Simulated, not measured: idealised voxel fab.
process module | voxel wiring stack
cross-section cut | 235 nm wide | cells 5 nm
A cross-section is a grid of square cells, given in bands from the top down. A band is one or more rows of cells.
Each band's line starts with the height of the band's top and of its bottom, in nm. Then come its materials from left to right, each with its width in nm. One material with "throughout" fills the band from edge to edge. "air" is empty space.
Height 0 is the level under which the wafer as received is all one material. The lowest band goes on downwards, as in "0 down".
A width such as "30 to 40" changes by the same amount from each row of cells to the next, from the band's top row to its bottom row.
"no change" after a step means that no cell of the cross-section changed.
closed voids: empty space of 8 cells or more with no open way to the top, each as width x height at its distance from the left edge, in nm
after a step's settings: what the simulator itself notes on the step
overlay nm, on a step with a mask: how far to the right of its planned place the mask lay; to the left if negative
plan
1 op RECEIVE | material Si
2 op CONFORMAL_DEP | material SiO2 | thk nm 10
3 op DIRECTIONAL_DEP | material TiN | thk nm 5
4 op DIRECTIONAL_DEP | material W | thk nm 20
5 op PATTERN | tone cover | mask id METAL_1 | material resist | width nm 20 | pitch nm 40 | thk nm 20 | overlay nm 0
6 op DIRECTIONAL_ETCH | etch materials W | depth nm 20
7 op DIRECTIONAL_ETCH | etch materials TiN | depth nm 5
8 op STRIP | etch materials resist
9 op FILL_DEP | material lowk | thk nm 5
10 op CMP | height nm 35
11 op CONFORMAL_DEP | material SiCN | thk nm 5
12 op DIRECTIONAL_DEP | material lowk | thk nm 30
13 op PATTERN | tone open | mask id METAL_2 | material resist | width nm 20 | pitch nm 40 | thk nm 20 | overlay nm 0
14 op DIRECTIONAL_ETCH | etch materials lowk | depth nm 20
15 op STRIP | etch materials resist
16 op MASKED_ETCH | tone open | mask id METAL_2_HOLES | width nm 15 | etch materials lowk | depth nm 10 | overlay nm 0
17 op MASKED_ETCH | tone open | mask id METAL_2_HOLES | width nm 15 | etch materials SiCN | depth nm 5 | overlay nm 0
18 op CONFORMAL_DEP | material TiN | thk nm 5
19 op FILL_DEP | material Cu | thk nm 5
20 op CMP | height nm 70
21 op CONFORMAL_DEP | material SiCN | thk nm 5
22 op DIRECTIONAL_DEP | material lowk | thk nm 35
23 op DIRECTIONAL_DEP | material aC | thk nm 10
24 op PATTERN | tone open | mask id METAL_3 | material resist | width nm 15 | pitch nm 40 | thk nm 30 | overlay nm 0
25 op DIRECTIONAL_ETCH | etch materials aC | depth nm 10
26 op STRIP | etch materials resist
27 op DIRECTIONAL_ETCH | etch materials lowk | depth nm 20
28 op STRIP | etch materials aC
29 op DIRECTIONAL_DEP | material aC | thk nm 15
30 op PATTERN | tone open | mask id METAL_3_HOLES | material resist | width nm 15 | thk nm 35 | overlay nm 0
31 op DIRECTIONAL_ETCH | etch materials aC | depth nm 15
32 op STRIP | etch materials resist
33 op DIRECTIONAL_ETCH | etch materials lowk | depth nm 15
34 op DIRECTIONAL_ETCH | etch materials SiCN | depth nm 5
35 op STRIP | etch materials aC
36 op CONFORMAL_DEP | material TiN | thk nm 5
37 op FILL_DEP | material Cu | thk nm 5
38 op CMP | height nm 110
39 op CONFORMAL_DEP | material SiCN | thk nm 5
40 op DIRECTIONAL_DEP | material lowk | thk nm 10
41 op MASKED_ETCH | tone open | mask id PLUG_3 | width nm 15 | pitch nm 40 | etch materials lowk | depth nm 10 | overlay nm 0
42 op MASKED_ETCH | tone open | mask id PLUG_3 | width nm 15 | pitch nm 40 | etch materials SiCN | depth nm 5 | overlay nm 0
43 op EPI | material Ru | thk nm 10
44 op EPI | material Ru | thk nm 5
45 op CONFORMAL_DEP | material SiN | thk nm 5
46 op DIRECTIONAL_DEP | material lowk | thk nm 20
47 op MASKED_ETCH | tone open | mask id METAL_4 | width nm 20 | pitch nm 40 | etch materials lowk | depth nm 20 | overlay nm 0
48 op MASKED_ETCH | tone open | mask id METAL_4 | width nm 20 | pitch nm 40 | etch materials SiN | depth nm 5 | overlay nm 0
49 op CONFORMAL_DEP | material TiN | thk nm 5
50 op FILL_DEP | material Ru | thk nm 5
51 op CMP | height nm 150
52 op EPI | material Ru | thk nm 5
53 op FILL_DEP | material SiCN | thk nm 5
varied across the wafers: width nm of step 24. The plan shows the first wafer's value. All wafers start alike
first wafer as received, after step 1
  0 down: Si throughout
  closed voids: none
first wafer at the end, after step 53
  160 to 155: SiCN throughout
  155 to 150: SiCN 80 | Ru 30 | SiCN 10 | Ru 30 | SiCN 85
  150 to 130: lowk 85 | TiN 5 | Ru 10 | TiN 5 | lowk 20 | TiN 5 | Ru 10 | TiN 5 | lowk 90
  130 to 125: SiN 85 | TiN 20 | SiN 20 | TiN 20 | SiN 90
  125 to 115: lowk 85 | Ru 15 | lowk 25 | Ru 15 | lowk 95
  115 to 110: SiCN 85 | Ru 15 | SiCN 25 | Ru 15 | SiCN 95
  110 to 100: lowk 85 | TiN 5 | Cu 10 | TiN 5 | lowk 25 | TiN 5 | Cu 5 | TiN 5 | lowk 90
  100 to 95: lowk 85 | TiN 10 | Cu 5 | TiN 5 | lowk 25 | TiN 5 | Cu 5 | TiN 5 | lowk 90
  95 to 90: lowk 90 | TiN 15 | lowk 25 | TiN 15 | lowk 90
  90 to 75: lowk 90 | TiN 10 | lowk 135
  75 to 70: SiCN 90 | TiN 10 | SiCN 135
  70 to 55: lowk 85 | TiN 5 | Cu 10 | TiN 5 | lowk 20 | TiN 5 | Cu 10 | TiN 5 | lowk 90
  55 to 50: lowk 85 | TiN 5 | Cu 5 | TiN 10 | lowk 20 | TiN 20 | lowk 90
  50 to 40: lowk 85 | TiN 5 | Cu 5 | TiN 5 | lowk 135
  40 to 35: SiCN 85 | TiN 15 | SiCN 135
  35 to 15: lowk 85 | W 20 | lowk 20 | W 20 | lowk 90
  15 to 10: lowk 85 | TiN 20 | lowk 20 | TiN 20 | lowk 90
  10 to 0: SiO2 throughout
  0 down: Si throughout
  closed voids: none
last wafer at the end
  160 to 155: SiCN throughout
  155 to 150: SiCN 80 | Ru 30 | SiCN 10 | Ru 30 | SiCN 85
  150 to 130: lowk 85 | TiN 5 | Ru 10 | TiN 5 | lowk 20 | TiN 5 | Ru 10 | TiN 5 | lowk 90
  130 to 125: SiN 85 | TiN 20 | SiN 20 | TiN 20 | SiN 90
  125 to 115: lowk 85 | Ru 15 | lowk 25 | Ru 15 | lowk 95
  115 to 110: SiCN 85 | Ru 15 | SiCN 25 | Ru 15 | SiCN 95
  110 to 95: lowk 85 | TiN 5 | Cu 15 | TiN 5 | lowk 15 | TiN 5 | Cu 15 | TiN 5 | lowk 85
  95 to 90: lowk 85 | TiN 5 | Cu 5 | TiN 15 | lowk 15 | TiN 25 | lowk 85
  90 to 75: lowk 85 | TiN 5 | Cu 5 | TiN 5 | lowk 135
  75 to 70: SiCN 85 | TiN 15 | SiCN 135
  70 to 55: lowk 85 | TiN 5 | Cu 10 | TiN 5 | lowk 20 | TiN 5 | Cu 10 | TiN 5 | lowk 90
  55 to 50: lowk 85 | TiN 5 | Cu 5 | TiN 10 | lowk 20 | TiN 20 | lowk 90
  50 to 40: lowk 85 | TiN 5 | Cu 5 | TiN 5 | lowk 135
  40 to 35: SiCN 85 | TiN 15 | SiCN 135
  35 to 15: lowk 85 | W 20 | lowk 20 | W 20 | lowk 90
  15 to 10: lowk 85 | TiN 20 | lowk 20 | TiN 20 | lowk 90
  10 to 0: SiO2 throughout
  0 down: Si throughout
  closed voids: none
each wafer at the end: cells of each material gained (+) or lost (-) since it was received, then its closed voids
width nm 15 | +23 Cu | +46 Ru | +212 SiCN | +39 SiN | +94 SiO2 | +85 TiN | +32 W | +973 lowk | closed voids: none
width nm 20 | +31 Cu | +46 Ru | +211 SiCN | +39 SiN | +94 SiO2 | +86 TiN | +32 W | +965 lowk | closed voids: none
width nm 25 | +37 Cu | +46 Ru | +211 SiCN | +39 SiN | +94 SiO2 | +88 TiN | +32 W | +957 lowk | closed voids: none
